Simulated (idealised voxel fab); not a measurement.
Process module heading - voxel air gaps
Cross-sectional view cut (width: 235 nm; square cell size: 5 nm).
A cross-section is a grid of square cells, given in bands from the top down. A band is one or more rows of cells. Heads up on the band format: heights come first, top then bottom, in nm. After that it's the materials left to right, each with its width in nm. A single material flagged "full width" fills the whole band edge to edge, and "empty" means there's empty space there. Height datum 0, below which the as-received substrate wafer is one material. Lowest band open at the bottom, running downward: "z 0 and below". Note: "30 to 40" means the width goes from the first number (top row of the band) to the second number (bottom row) in equal steps per row of cells. Given "stayed the same" for a step, no cell of the cross-section differs between before and after that step. Empty spaces counting at least 8 cells and having no open way to the top are listed in "Unvented internal voids". The notation width x height at distance is used for each, the distance being from the left edge and all three values in nm. On a step's line, text after the settings is the simulator commenting on that step. overlay nm: on a step with a mask, how far right of its planned place the mask lay; negative means left.

## Listed below are the process steps as planned
1,RECEIVE: material Si
2,CONFORMAL_DEP: material SiO2, thk nm 10
3,CONFORMAL_DEP: material SiN, thk nm 5
4,DIRECTIONAL_DEP: material SiO2, thk nm 40
5,MASKED_ETCH: tone open, mask id LINES, width nm 25, pitch nm 55, etch materials SiO2, depth nm 40, overlay nm 0
6,CONFORMAL_DEP: material TiN, thk nm 5
7,FILL_DEP: material Ru, thk nm 5
8,CMP: height nm 55
9,EPI: material Ru, thk nm 10
10,SELECTIVE_ETCH: etch materials SiO2, depth nm 50
11,CONFORMAL_DEP: material SiCN, thk nm 5

## First wafer out of two, processed as planned

## Incoming wafer in cross-section (state: after step 1)
- z 0 and below = Si full width
- Unvented internal voids: none

## State of the wafer after step 2, shown in cross-section
- z 10 to 0 = SiO2 full width
- Below 0 it's all the same as before, nothing changed down there.

## State of the wafer after step 3, shown in cross-section
- z 15 to 10 = SiN full width
- Below 10 it's all the same as before, nothing changed down there.

## State of the wafer after step 4, shown in cross-section
- z 55 to 15 = SiO2 full width
- Below 15 it's all the same as before, nothing changed down there.

## State of the wafer after step 5, shown in cross-section
- z 55 to 15 = SiO2 (20), empty (25), SiO2 (30), empty (25), SiO2 (30), empty (25), SiO2 (30), empty (25), SiO2 (25)
- Below 15 it's all the same as before, nothing changed down there.

## State of the wafer after step 6, shown in cross-section
- z 60 to 55 = TiN (25), empty (15), TiN (40), empty (15), TiN (40), empty (15), TiN (40), empty (15), TiN (30)
- z 55 to 20 = SiO2 (20), TiN (5), empty (15), TiN (5), SiO2 (30), TiN (5), empty (15), TiN (5), SiO2 (30), TiN (5), empty (15), TiN (5), SiO2 (30), TiN (5), empty (15), TiN (5), SiO2 (25)
- z 20 to 15 = SiO2 (20), TiN (25), SiO2 (30), TiN (25), SiO2 (30), TiN (25), SiO2 (30), TiN (25), SiO2 (25)
- Below 15 it's all the same as before, nothing changed down there.

## State of the wafer after step 7, shown in cross-section
- z 65 to 60 = Ru full width
- z 60 to 55 = TiN (25), Ru (15), TiN (40), Ru (15), TiN (40), Ru (15), TiN (40), Ru (15), TiN (30)
- z 55 to 20 = SiO2 (20), TiN (5), Ru (15), TiN (5), SiO2 (30), TiN (5), Ru (15), TiN (5), SiO2 (30), TiN (5), Ru (15), TiN (5), SiO2 (30), TiN (5), Ru (15), TiN (5), SiO2 (25)
- Below 20 it's all the same as before, nothing changed down there.

## State of the wafer after step 8, shown in cross-section
- z 55 to 20 = SiO2 (20), TiN (5), Ru (15), TiN (5), SiO2 (30), TiN (5), Ru (15), TiN (5), SiO2 (30), TiN (5), Ru (15), TiN (5), SiO2 (30), TiN (5), Ru (15), TiN (5), SiO2 (25)
- Below 20 it's all the same as before, nothing changed down there.

## State of the wafer after step 9, shown in cross-section
- z 65 to 55 = empty (10), Ru (45), empty (10), Ru (45), empty (10), Ru (45), empty (10), Ru (45), empty (15)
- Below 55 it's all the same as before, nothing changed down there.

## State of the wafer after step 10, shown in cross-section
- z 65 to 55 = empty (10), Ru (45), empty (10), Ru (45), empty (10), Ru (45), empty (10), Ru (45), empty (15)
- z 55 to 20 = empty (20), TiN (5), Ru (15), TiN (5), empty (30), TiN (5), Ru (15), TiN (5), empty (30), TiN (5), Ru (15), TiN (5), empty (30), TiN (5), Ru (15), TiN (5), empty (25)
- z 20 to 15 = empty (20), TiN (25), empty (30), TiN (25), empty (30), TiN (25), empty (30), TiN (25), empty (25)
- Below 15 it's all the same as before, nothing changed down there.

## State of the wafer after step 11, shown in cross-section
- z 70 to 65 = empty (5), SiCN (220), empty (10)
- z 65 to 55 = empty (5), SiCN (5), Ru (45), SiCN (10), Ru (45), SiCN (10), Ru (45), SiCN (10), Ru (45), SiCN (5), empty (10)
- z 55 to 50 = empty (5), SiCN (15), TiN (5), Ru (15), TiN (5), SiCN (30), TiN (5), Ru (15), TiN (5), SiCN (30), TiN (5), Ru (15), TiN (5), SiCN (30), TiN (5), Ru (15), TiN (5), SiCN (15), empty (10)
- z 50 to 20 = empty (15), SiCN (5), TiN (5), Ru (15), TiN (5), SiCN (5), empty (20), SiCN (5), TiN (5), Ru (15), TiN (5), SiCN (5), empty (20), SiCN (5), TiN (5), Ru (15), TiN (5), SiCN (5), empty (20), SiCN (5), TiN (5), Ru (15), TiN (5), SiCN (5), empty (20)
- z 20 to 15 = SiCN (20), TiN (25), SiCN (30), TiN (25), SiCN (30), TiN (25), SiCN (30), TiN (25), SiCN (25)
- Below 15 it's all the same as before, nothing changed down there.
- Unvented internal voids: 20 x 30 at 50; 20 x 30 at 105; 20 x 30 at 160

## Notes, second wafer: start = first wafer's, plan = first wafer's, execution had one mistake; history identical to first through step 4

## Second wafer profile in section, at the moment step 5 of the plan was meant to be complete
- z 55 to 15 = SiO2 (30), empty (25), SiO2 (30), empty (25), SiO2 (30), empty (25), SiO2 (30), empty (25), SiO2 (15)
- Below 15 it's all the same as before, nothing changed down there.

## Second wafer profile in section, at the moment step 6 of the plan was meant to be complete
- z 60 to 55 = TiN (35), empty (15), TiN (40), empty (15), TiN (40), empty (15), TiN (40), empty (15), TiN (20)
- z 55 to 20 = SiO2 (30), TiN (5), empty (15), TiN (5), SiO2 (30), TiN (5), empty (15), TiN (5), SiO2 (30), TiN (5), empty (15), TiN (5), SiO2 (30), TiN (5), empty (15), TiN (5), SiO2 (15)
- z 20 to 15 = SiO2 (30), TiN (25), SiO2 (30), TiN (25), SiO2 (30), TiN (25), SiO2 (30), TiN (25), SiO2 (15)
- Below 15 it's all the same as before, nothing changed down there.

## Second wafer profile in section, at the moment step 7 of the plan was meant to be complete
- z 65 to 60 = Ru full width
- z 60 to 55 = TiN (35), Ru (15), TiN (40), Ru (15), TiN (40), Ru (15), TiN (40), Ru (15), TiN (20)
- z 55 to 20 = SiO2 (30), TiN (5), Ru (15), TiN (5), SiO2 (30), TiN (5), Ru (15), TiN (5), SiO2 (30), TiN (5), Ru (15), TiN (5), SiO2 (30), TiN (5), Ru (15), TiN (5), SiO2 (15)
- Below 20 it's all the same as before, nothing changed down there.

## Second wafer profile in section, at the moment step 8 of the plan was meant to be complete
- z 55 to 20 = SiO2 (30), TiN (5), Ru (15), TiN (5), SiO2 (30), TiN (5), Ru (15), TiN (5), SiO2 (30), TiN (5), Ru (15), TiN (5), SiO2 (30), TiN (5), Ru (15), TiN (5), SiO2 (15)
- Below 20 it's all the same as before, nothing changed down there.

## Second wafer profile in section, at the moment step 9 of the plan was meant to be complete
- z 65 to 55 = empty (20), Ru (45), empty (10), Ru (45), empty (10), Ru (45), empty (10), Ru (45), empty (5)
- Below 55 it's all the same as before, nothing changed down there.

## Second wafer profile in section, at the moment step 10 of the plan was meant to be complete
- z 65 to 55 = empty (20), Ru (45), empty (10), Ru (45), empty (10), Ru (45), empty (10), Ru (45), empty (5)
- z 55 to 20 = empty (30), TiN (5), Ru (15), TiN (5), empty (30), TiN (5), Ru (15), TiN (5), empty (30), TiN (5), Ru (15), TiN (5), empty (30), TiN (5), Ru (15), TiN (5), empty (15)
- z 20 to 15 = empty (30), TiN (25), empty (30), TiN (25), empty (30), TiN (25), empty (30), TiN (25), empty (15)
- Below 15 it's all the same as before, nothing changed down there.

## Second wafer profile in section, at the moment step 11 of the plan was meant to be complete
- z 70 to 65 = empty (15), SiCN (220)
- z 65 to 55 = empty (15), SiCN (5), Ru (45), SiCN (10), Ru (45), SiCN (10), Ru (45), SiCN (10), Ru (45), SiCN (5)
- z 55 to 50 = empty (15), SiCN (15), TiN (5), Ru (15), TiN (5), SiCN (30), TiN (5), Ru (15), TiN (5), SiCN (30), TiN (5), Ru (15), TiN (5), SiCN (30), TiN (5), Ru (15), TiN (5), SiCN (15)
- z 50 to 20 = empty (25), SiCN (5), TiN (5), Ru (15), TiN (5), SiCN (5), empty (20), SiCN (5), TiN (5), Ru (15), TiN (5), SiCN (5), empty (20), SiCN (5), TiN (5), Ru (15), TiN (5), SiCN (5), empty (20), SiCN (5), TiN (5), Ru (15), TiN (5), SiCN (5), empty (10)
- z 20 to 15 = SiCN (30), TiN (25), SiCN (30), TiN (25), SiCN (30), TiN (25), SiCN (30), TiN (25), SiCN (15)
- Below 15 it's all the same as before, nothing changed down there.
- Unvented internal voids: 20 x 30 at 60; 20 x 30 at 115; 20 x 30 at 170; 10 x 30 at 225
Heads up, the wafer didn't run the way we planned it: the process deviated at step 5: the operation and settings actually run there were MASKED_ETCH: tone open, mask id LINES, width nm 25, pitch nm 55, etch materials SiO2, depth nm 40, overlay nm 10
Cell counts per material: same on both final wafers. Positions: different.
Wafer, first: 3 closed voids at end. Wafer, second: 4.
